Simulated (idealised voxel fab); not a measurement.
A process module follows: voxel capacitor over wiring.
We display cut, a cross-section 220 nm in width whose square cells are each 5 nm.
Throughout this document, each cross-section is represented as a grid of square cells and is presented as a sequence of bands enumerated from the top downward, where a band comprises one or more rows of cells. The entry gives the band's vertical extent as a top height and a bottom height in nm, then its horizontal make-up as materials from left to right, each with a width in nm. "air" stands for empty space; a single material marked "edge to edge" fills the band edge to edge. Heights from 0 (as-received wafer is one material below). Bottom band endless downward, as "0..down". Think of "30->40" as a width that walks from the first number to the second as you go down the band, top row to bottom row, taking equal-sized steps from row to row. It should be understood that the words "changes: none", when stated for a given step, signify that the cross-section underwent no change in any of its cells during that step. Entry "Enclosed void list". Content: empty spaces with no open connection to the top, size 8 cells or greater. Each: width x height at distance. Distance: from left edge. Unit: nm. Heads up: the bit after the settings on a step's line is the simulator's remark on that step. A step line may carry the setting "overlay nm", which, for steps involving a mask, states the distance by which the mask lay to the right of its intended position; negative values denote displacement to the left.
# Below is the list of planned process steps
1: RECEIVE | material Si
2: CONFORMAL_DEP | material SiO2 | thk nm 10
3: CONFORMAL_DEP | material SiCN | thk nm 5
4: DIRECTIONAL_DEP | material SiO2 | thk nm 25
5: MASKED_ETCH | tone open | mask id METAL_1 | width nm 30 | pitch nm 85 | etch materials SiO2 | depth nm 25 | overlay nm 0
6: MASKED_ETCH | tone open | mask id METAL_1 | width nm 30 | pitch nm 85 | etch materials SiCN | depth nm 5 | overlay nm 0
7: CONFORMAL_DEP | material TiN | thk nm 5
8: FILL_DEP | material Ru | thk nm 10
9: CMP | height nm 40
10: CONFORMAL_DEP | material SiCN | thk nm 5
11: DIRECTIONAL_DEP | material SiO2 | thk nm 15
12: DIRECTIONAL_DEP | material aC | thk nm 10
13: PATTERN | tone open | mask id PLUG_1 | material resist | width nm 15 | thk nm 30 | overlay nm 0
14: DIRECTIONAL_ETCH | etch materials aC | depth nm 10
15: STRIP | etch materials resist
16: DIRECTIONAL_ETCH | etch materials SiO2 | depth nm 15
17: DIRECTIONAL_ETCH | etch materials SiCN | depth nm 5
18: STRIP | etch materials aC
19: CONFORMAL_DEP | material TiN | thk nm 5
20: FILL_DEP | material Ru | thk nm 10
21: CMP | height nm 60
22: DIRECTIONAL_DEP | material TiN | thk nm 10
23: DIRECTIONAL_DEP | material HfO2 | thk nm 5
24: DIRECTIONAL_DEP | material TiN | thk nm 10
25: DIRECTIONAL_DEP | material aC | thk nm 10
26: PATTERN | tone cover | mask id UPPER_PLATE | material resist | width nm 60 | thk nm 25 | overlay nm 0
27: DIRECTIONAL_ETCH | etch materials aC | depth nm 10
28: STRIP | etch materials resist
29: DIRECTIONAL_ETCH | etch materials TiN | depth nm 10
30: DIRECTIONAL_ETCH | etch materials HfO2 | depth nm 5
31: STRIP | etch materials aC
32: DIRECTIONAL_DEP | material aC | thk nm 15
33: PATTERN | tone cover | mask id LOWER_PLATE | material resist | width nm 70 | thk nm 30 | overlay nm 0
34: DIRECTIONAL_ETCH | etch materials aC | depth nm 15
35: STRIP | etch materials resist
36: DIRECTIONAL_ETCH | etch materials TiN | depth nm 10
37: STRIP | etch materials aC
38: FILL_DEP | material SiO2 | thk nm 15
39: CMP | height nm 95
40: MASKED_ETCH | tone open | mask id PLUG_2 | width nm 15 | etch materials SiO2 | depth nm 10 | overlay nm 0
41: CONFORMAL_DEP | material TiN | thk nm 5
42: FILL_DEP | material W | thk nm 10
43: CMP | height nm 95
44: CONFORMAL_DEP | material SiN | thk nm 5
# Run as planned: first of two wafers
# Incoming wafer, cross-sectional view, post step 1
0..down  Si edge to edge
Enclosed void list: none
# The following cross-section depicts the wafer upon completion of step 2
10..0  SiO2 edge to edge
Below 0 it's all the same as before, nothing changed down there.
# The following cross-section depicts the wafer upon completion of step 3
15..10  SiCN edge to edge
Below 10 it's all the same as before, nothing changed down there.
# The following cross-section depicts the wafer upon completion of step 4
40..15  SiO2 edge to edge
Below 15 it's all the same as before, nothing changed down there.
# The following cross-section depicts the wafer upon completion of step 5
40..15  SiO2 50, air 30, SiO2 55, air 30, SiO2 55
Below 15 it's all the same as before, nothing changed down there.
# The following cross-section depicts the wafer upon completion of step 6
40..15  SiO2 50, air 30, SiO2 55, air 30, SiO2 55
15..10  SiCN 50, air 30, SiCN 55, air 30, SiCN 55
Below 10 it's all the same as before, nothing changed down there.
# The following cross-section depicts the wafer upon completion of step 7
45..40  TiN 55, air 20, TiN 65, air 20, TiN 60
40..15  SiO2 50, TiN 5, air 20, TiN 5, SiO2 55, TiN 5, air 20, TiN 5, SiO2 55
15..10  SiCN 50, TiN 30, SiCN 55, TiN 30, SiCN 55
Below 10 it's all the same as before, nothing changed down there.
# The following cross-section depicts the wafer upon completion of step 8
55..45  Ru edge to edge
45..40  TiN 55, Ru 20, TiN 65, Ru 20, TiN 60
40..15  SiO2 50, TiN 5, Ru 20, TiN 5, SiO2 55, TiN 5, Ru 20, TiN 5, SiO2 55
Below 15 it's all the same as before, nothing changed down there.
# The following cross-section depicts the wafer upon completion of step 9
40..15  SiO2 50, TiN 5, Ru 20, TiN 5, SiO2 55, TiN 5, Ru 20, TiN 5, SiO2 55
Below 15 it's all the same as before, nothing changed down there.
# The following cross-section depicts the wafer upon completion of step 10
45..40  SiCN edge to edge
Below 40 it's all the same as before, nothing changed down there.
# The following cross-section depicts the wafer upon completion of step 11
60..45  SiO2 edge to edge
Below 45 it's all the same as before, nothing changed down there.
# The following cross-section depicts the wafer upon completion of step 12
70..60  aC edge to edge
Below 60 it's all the same as before, nothing changed down there.
# The following cross-section depicts the wafer upon completion of step 13
100..70  resist 65, air 15, resist 140
Below 70 it's all the same as before, nothing changed down there.
# The following cross-section depicts the wafer upon completion of step 14
90..70  resist 65, air 15, resist 140
70..60  aC 65, air 15, aC 140
Below 60 it's all the same as before, nothing changed down there.
# The following cross-section depicts the wafer upon completion of step 15
70..60  aC 65, air 15, aC 140
Below 60 it's all the same as before, nothing changed down there.
# The following cross-section depicts the wafer upon completion of step 16
70..60  aC 65, air 15, aC 140
60..45  SiO2 65, air 15, SiO2 140
Below 45 it's all the same as before, nothing changed down there.
# The following cross-section depicts the wafer upon completion of step 17
70..60  aC 65, air 15, aC 140
60..45  SiO2 65, air 15, SiO2 140
45..40  SiCN 65, air 15, SiCN 140
Below 40 it's all the same as before, nothing changed down there.
# The following cross-section depicts the wafer upon completion of step 18
60..45  SiO2 65, air 15, SiO2 140
Below 45 it's all the same as before, nothing changed down there.
# The following cross-section depicts the wafer upon completion of step 19
65..60  TiN 70, air 5, TiN 145
60..45  SiO2 65, TiN 5, air 5, TiN 5, SiO2 140
45..40  SiCN 65, TiN 15, SiCN 140
Below 40 it's all the same as before, nothing changed down there.
# The following cross-section depicts the wafer upon completion of step 20
75..65  Ru edge to edge
65..60  TiN 70, Ru 5, TiN 145
60..45  SiO2 65, TiN 5, Ru 5, TiN 5, SiO2 140
Below 45 it's all the same as before, nothing changed down there.
# The following cross-section depicts the wafer upon completion of step 21
60..45  SiO2 65, TiN 5, Ru 5, TiN 5, SiO2 140
Below 45 it's all the same as before, nothing changed down there.
# The following cross-section depicts the wafer upon completion of step 22
70..60  TiN edge to edge
Below 60 it's all the same as before, nothing changed down there.
# The following cross-section depicts the wafer upon completion of step 23
75..70  HfO2 edge to edge
Below 70 it's all the same as before, nothing changed down there.
# The following cross-section depicts the wafer upon completion of step 24
85..75  TiN edge to edge
Below 75 it's all the same as before, nothing changed down there.
# The following cross-section depicts the wafer upon completion of step 25
95..85  aC edge to edge
Below 85 it's all the same as before, nothing changed down there.
# The following cross-section depicts the wafer upon completion of step 26
120..95  air 65, resist 60, air 95
Below 95 it's all the same as before, nothing changed down there.
# The following cross-section depicts the wafer upon completion of step 27
110..95  air 65, resist 60, air 95
95..85  air 65, aC 60, air 95
Below 85 it's all the same as before, nothing changed down there.
# The following cross-section depicts the wafer upon completion of step 28
95..85  air 65, aC 60, air 95
Below 85 it's all the same as before, nothing changed down there.
# The following cross-section depicts the wafer upon completion of step 29
95..85  air 65, aC 60, air 95
85..75  air 65, TiN 60, air 95
Below 75 it's all the same as before, nothing changed down there.
# The following cross-section depicts the wafer upon completion of step 30
95..85  air 65, aC 60, air 95
85..75  air 65, TiN 60, air 95
75..70  air 65, HfO2 60, air 95
Below 70 it's all the same as before, nothing changed down there.
# The following cross-section depicts the wafer upon completion of step 31
85..75  air 65, TiN 60, air 95
Below 75 it's all the same as before, nothing changed down there.
# The following cross-section depicts the wafer upon completion of step 32
100..85  air 65, aC 60, air 95
85..75  aC 65, TiN 60, aC 95
75..70  aC 65, HfO2 60, aC 95
Below 70 it's all the same as before, nothing changed down there.
# The following cross-section depicts the wafer upon completion of step 33
130..100  air 60, resist 70, air 90
100..85  air 60, resist 5, aC 60, resist 5, air 90
Below 85 it's all the same as before, nothing changed down there.
# The following cross-section depicts the wafer upon completion of step 34
115..100  air 60, resist 70, air 90
100..85  air 60, resist 5, aC 60, resist 5, air 90
85..75  air 60, aC 5, TiN 60, aC 5, air 90
75..70  air 60, aC 5, HfO2 60, aC 5, air 90
Below 70 it's all the same as before, nothing changed down there.
# The following cross-section depicts the wafer upon completion of step 35
100..85  air 65, aC 60, air 95
Below 85 it's all the same as before, nothing changed down there.
# The following cross-section depicts the wafer upon completion of step 36
100..85  air 65, aC 60, air 95
85..75  air 60, aC 5, TiN 60, aC 5, air 90
75..70  air 60, aC 5, HfO2 60, aC 5, air 90
70..60  air 60, TiN 70, air 90
Below 60 it's all the same as before, nothing changed down there.
# The following cross-section depicts the wafer upon completion of step 37
85..75  air 65, TiN 60, air 95
75..70  air 65, HfO2 60, air 95
Below 70 it's all the same as before, nothing changed down there.
# The following cross-section depicts the wafer upon completion of step 38
100..85  SiO2 edge to edge
85..75  SiO2 65, TiN 60, SiO2 95
75..70  SiO2 65, HfO2 60, SiO2 95
70..60  SiO2 60, TiN 70, SiO2 90
Below 60 it's all the same as before, nothing changed down there.
# The following cross-section depicts the wafer upon completion of step 39
95..85  SiO2 edge to edge
Below 85 it's all the same as before, nothing changed down there.
# The following cross-section depicts the wafer upon completion of step 40
95..85  SiO2 75, air 15, SiO2 130
Below 85 it's all the same as before, nothing changed down there.
# The following cross-section depicts the wafer upon completion of step 41
100..95  TiN 80, air 5, TiN 135
95..90  SiO2 75, TiN 5, air 5, TiN 5, SiO2 130
90..85  SiO2 75, TiN 15, SiO2 130
Below 85 it's all the same as before, nothing changed down there.
# The following cross-section depicts the wafer upon completion of step 42
110..100  W edge to edge
100..95  TiN 80, W 5, TiN 135
95..90  SiO2 75, TiN 5, W 5, TiN 5, SiO2 130
Below 90 it's all the same as before, nothing changed down there.
# The following cross-section depicts the wafer upon completion of step 43
95..90  SiO2 75, TiN 5, W 5, TiN 5, SiO2 130
Below 90 it's all the same as before, nothing changed down there.
# The following cross-section depicts the wafer upon completion of step 44
100..95  SiN edge to edge
Below 95 it's all the same as before, nothing changed down there.
# The second wafer: identical to the first at the outset and in its planned sequence, differing only in that one mistake was made during processing; up to and including step 8, its path is the first wafer's path
# Second wafer cross-section, taken as of the time the plan sets for step 9 to be done
30..15  SiO2 50, TiN 5, Ru 20, TiN 5, SiO2 55, TiN 5, Ru 20, TiN 5, SiO2 55
Below 15 it's all the same as before, nothing changed down there.
# Second wafer cross-section, taken as of the time the plan sets for step 10 to be done
35..30  SiCN edge to edge
Below 30 it's all the same as before, nothing changed down there.
# Second wafer cross-section, taken as of the time the plan sets for step 11 to be done
50..35  SiO2 edge to edge
Below 35 it's all the same as before, nothing changed down there.
# Second wafer cross-section, taken as of the time the plan sets for step 12 to be done
60..50  aC edge to edge
Below 50 it's all the same as before, nothing changed down there.
# Second wafer cross-section, taken as of the time the plan sets for step 13 to be done
90..60  resist 65, air 15, resist 140
Below 60 it's all the same as before, nothing changed down there.
# Second wafer cross-section, taken as of the time the plan sets for step 14 to be done
80..60  resist 65, air 15, resist 140
60..50  aC 65, air 15, aC 140
Below 50 it's all the same as before, nothing changed down there.
# Second wafer cross-section, taken as of the time the plan sets for step 15 to be done
60..50  aC 65, air 15, aC 140
Below 50 it's all the same as before, nothing changed down there.
# Second wafer cross-section, taken as of the time the plan sets for step 16 to be done
60..50  aC 65, air 15, aC 140
50..35  SiO2 65, air 15, SiO2 140
Below 35 it's all the same as before, nothing changed down there.
# Second wafer cross-section, taken as of the time the plan sets for step 17 to be done
60..50  aC 65, air 15, aC 140
50..35  SiO2 65, air 15, SiO2 140
35..30  SiCN 65, air 15, SiCN 140
Below 30 it's all the same as before, nothing changed down there.
# Second wafer cross-section, taken as of the time the plan sets for step 18 to be done
50..35  SiO2 65, air 15, SiO2 140
Below 35 it's all the same as before, nothing changed down there.
# Second wafer cross-section, taken as of the time the plan sets for step 19 to be done
55..50  TiN 70, air 5, TiN 145
50..35  SiO2 65, TiN 5, air 5, TiN 5, SiO2 140
35..30  SiCN 65, TiN 15, SiCN 140
Below 30 it's all the same as before, nothing changed down there.
# Second wafer cross-section, taken as of the time the plan sets for step 20 to be done
65..55  Ru edge to edge
55..50  TiN 70, Ru 5, TiN 145
50..35  SiO2 65, TiN 5, Ru 5, TiN 5, SiO2 140
Below 35 it's all the same as before, nothing changed down there.
# Second wafer cross-section, taken as of the time the plan sets for step 21 to be done
60..55  Ru edge to edge
Below 55 it's all the same as before, nothing changed down there.
# Second wafer cross-section, taken as of the time the plan sets for step 22 to be done
70..60  TiN edge to edge
Below 60 it's all the same as before, nothing changed down there.
# Second wafer cross-section, taken as of the time the plan sets for step 23 to be done
75..70  HfO2 edge to edge
Below 70 it's all the same as before, nothing changed down there.
# Second wafer cross-section, taken as of the time the plan sets for step 24 to be done
85..75  TiN edge to edge
Below 75 it's all the same as before, nothing changed down there.
# Second wafer cross-section, taken as of the time the plan sets for step 25 to be done
95..85  aC edge to edge
Below 85 it's all the same as before, nothing changed down there.
# Second wafer cross-section, taken as of the time the plan sets for step 26 to be done
120..95  air 65, resist 60, air 95
Below 95 it's all the same as before, nothing changed down there.
# Second wafer cross-section, taken as of the time the plan sets for step 27 to be done
110..95  air 65, resist 60, air 95
95..85  air 65, aC 60, air 95
Below 85 it's all the same as before, nothing changed down there.
# Second wafer cross-section, taken as of the time the plan sets for step 28 to be done
95..85  air 65, aC 60, air 95
Below 85 it's all the same as before, nothing changed down there.
# Second wafer cross-section, taken as of the time the plan sets for step 29 to be done
95..85  air 65, aC 60, air 95
85..75  air 65, TiN 60, air 95
Below 75 it's all the same as before, nothing changed down there.
# Second wafer cross-section, taken as of the time the plan sets for step 30 to be done
95..85  air 65, aC 60, air 95
85..75  air 65, TiN 60, air 95
75..70  air 65, HfO2 60, air 95
Below 70 it's all the same as before, nothing changed down there.
# Second wafer cross-section, taken as of the time the plan sets for step 31 to be done
85..75  air 65, TiN 60, air 95
Below 75 it's all the same as before, nothing changed down there.
# Second wafer cross-section, taken as of the time the plan sets for step 32 to be done
100..85  air 65, aC 60, air 95
85..75  aC 65, TiN 60, aC 95
75..70  aC 65, HfO2 60, aC 95
Below 70 it's all the same as before, nothing changed down there.
# Second wafer cross-section, taken as of the time the plan sets for step 33 to be done
130..100  air 60, resist 70, air 90
100..85  air 60, resist 5, aC 60, resist 5, air 90
Below 85 it's all the same as before, nothing changed down there.
# Second wafer cross-section, taken as of the time the plan sets for step 34 to be done
115..100  air 60, resist 70, air 90
100..85  air 60, resist 5, aC 60, resist 5, air 90
85..75  air 60, aC 5, TiN 60, aC 5, air 90
75..70  air 60, aC 5, HfO2 60, aC 5, air 90
Below 70 it's all the same as before, nothing changed down there.
# Second wafer cross-section, taken as of the time the plan sets for step 35 to be done
100..85  air 65, aC 60, air 95
Below 85 it's all the same as before, nothing changed down there.
# Second wafer cross-section, taken as of the time the plan sets for step 36 to be done
100..85  air 65, aC 60, air 95
85..75  air 60, aC 5, TiN 60, aC 5, air 90
75..70  air 60, aC 5, HfO2 60, aC 5, air 90
70..60  air 60, TiN 70, air 90
Below 60 it's all the same as before, nothing changed down there.
# Second wafer cross-section, taken as of the time the plan sets for step 37 to be done
85..75  air 65, TiN 60, air 95
75..70  air 65, HfO2 60, air 95
Below 70 it's all the same as before, nothing changed down there.
# Second wafer cross-section, taken as of the time the plan sets for step 38 to be done
100..85  SiO2 edge to edge
85..75  SiO2 65, TiN 60, SiO2 95
75..70  SiO2 65, HfO2 60, SiO2 95
70..60  SiO2 60, TiN 70, SiO2 90
Below 60 it's all the same as before, nothing changed down there.
# Second wafer cross-section, taken as of the time the plan sets for step 39 to be done
95..85  SiO2 edge to edge
Below 85 it's all the same as before, nothing changed down there.
# Second wafer cross-section, taken as of the time the plan sets for step 40 to be done
95..85  SiO2 75, air 15, SiO2 130
Below 85 it's all the same as before, nothing changed down there.
# Second wafer cross-section, taken as of the time the plan sets for step 41 to be done
100..95  TiN 80, air 5, TiN 135
95..90  SiO2 75, TiN 5, air 5, TiN 5, SiO2 130
90..85  SiO2 75, TiN 15, SiO2 130
Below 85 it's all the same as before, nothing changed down there.
# Second wafer cross-section, taken as of the time the plan sets for step 42 to be done
110..100  W edge to edge
100..95  TiN 80, W 5, TiN 135
95..90  SiO2 75, TiN 5, W 5, TiN 5, SiO2 130
Below 90 it's all the same as before, nothing changed down there.
# Second wafer cross-section, taken as of the time the plan sets for step 43 to be done
95..90  SiO2 75, TiN 5, W 5, TiN 5, SiO2 130
Below 90 it's all the same as before, nothing changed down there.
# Second wafer cross-section, taken as of the time the plan sets for step 44 to be done
100..95  SiN edge to edge
Below 95 it's all the same as before, nothing changed down there.
In executing the process, a mistake was made relative to the plan: step 9 was run on a setting that differed from the plan, and what really ran there is CMP | height nm 30
Once processing is complete, comparing cell counts shows that the second wafer has more or fewer of certain materials than the first: Ru: 29 more | SiO2: 64 fewer | TiN: 35 more
